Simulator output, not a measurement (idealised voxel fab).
process module | voxel fin reveal
cross-section cut | 275 nm wide | cells 5 nm
A cross-section is a grid of square cells, given in bands from the top down. A band is one or more rows of cells.
Each band's line starts with the height of the band's top and of its bottom, in nm. Then come its materials from left to right, each with its width in nm. One material with "throughout" fills the band from edge to edge. "air" is empty space.
Height 0 is the level under which the wafer as received is all one material. The lowest band goes on downwards, as in "0 down".
A width such as "30 to 40" changes by the same amount from each row of cells to the next, from the band's top row to its bottom row.
"no change" after a step means that no cell of the cross-section changed.
closed voids: empty space of 8 cells or more with no open way to the top, each as width x height at its distance from the left edge, in nm
after a step's settings: what the simulator itself notes on the step
overlay nm, on a step with a mask: how far to the right of its planned place the mask lay; to the left if negative
plan
1 op RECEIVE | material Si
2 op CONFORMAL_DEP | material SiN | thk nm 5
3 op PATTERN | tone cover | mask id FINS | material resist | width nm 15 | pitch nm 35 | thk nm 15 | overlay nm 0
4 op DIRECTIONAL_ETCH | etch materials SiN | depth nm 5
5 op DIRECTIONAL_ETCH | etch materials Si | depth nm 40
6 op STRIP | etch materials resist
7 op FILL_DEP | material SiO2 | thk nm 10
8 op CMP | height nm 5
9 op SELECTIVE_ETCH | etch materials SiO2 | depth nm 25
10 op STRIP | etch materials SiN
11 op CONFORMAL_DEP | material HfO2 | thk nm 5
as received, after step 1
  0 down: Si throughout
  closed voids: none
first wafer at the end, as planned
  5 to 0: air 70 | HfO2 25 | air 10 | HfO2 25 | air 10 | HfO2 25 | air 10 | HfO2 25 | air 75
  0 to -15: air 70 | HfO2 5 | Si 15 | HfO2 5 | air 10 | HfO2 5 | Si 15 | HfO2 5 | air 10 | HfO2 5 | Si 15 | HfO2 5 | air 10 | HfO2 5 | Si 15 | HfO2 5 | air 75
  -15 to -20: HfO2 75 | Si 15 | HfO2 20 | Si 15 | HfO2 20 | Si 15 | HfO2 20 | Si 15 | HfO2 80
  -20 to -40: SiO2 75 | Si 15 | SiO2 20 | Si 15 | SiO2 20 | Si 15 | SiO2 20 | Si 15 | SiO2 80
  -40 down: Si throughout
  closed voids: none
second wafer at the end: like start, like plan, one mistake
  5 to 0: HfO2 80 | air 5 | HfO2 30 | air 5 | HfO2 30 | air 5 | HfO2 30 | air 5 | HfO2 85
  0 to -15: Si 75 | HfO2 5 | air 5 | HfO2 5 | Si 20 | HfO2 5 | air 5 | HfO2 5 | Si 20 | HfO2 5 | air 5 | HfO2 5 | Si 20 | HfO2 5 | air 5 | HfO2 5 | Si 80
  -15 to -20: Si 75 | HfO2 15 | Si 20 | HfO2 15 | Si 20 | HfO2 15 | Si 20 | HfO2 15 | Si 80
  -20 to -40: Si 75 | SiO2 15 | Si 20 | SiO2 15 | Si 20 | SiO2 15 | Si 20 | SiO2 15 | Si 80
  -40 down: Si throughout
  closed voids: none
what went wrong: step 3 ran as: op PATTERN | tone open | mask id FINS | material resist | width nm 15 | pitch nm 35 | thk nm 15 | overlay nm 0
at the end the second wafer has, in cells: 248 more of Si | 124 fewer of SiO2
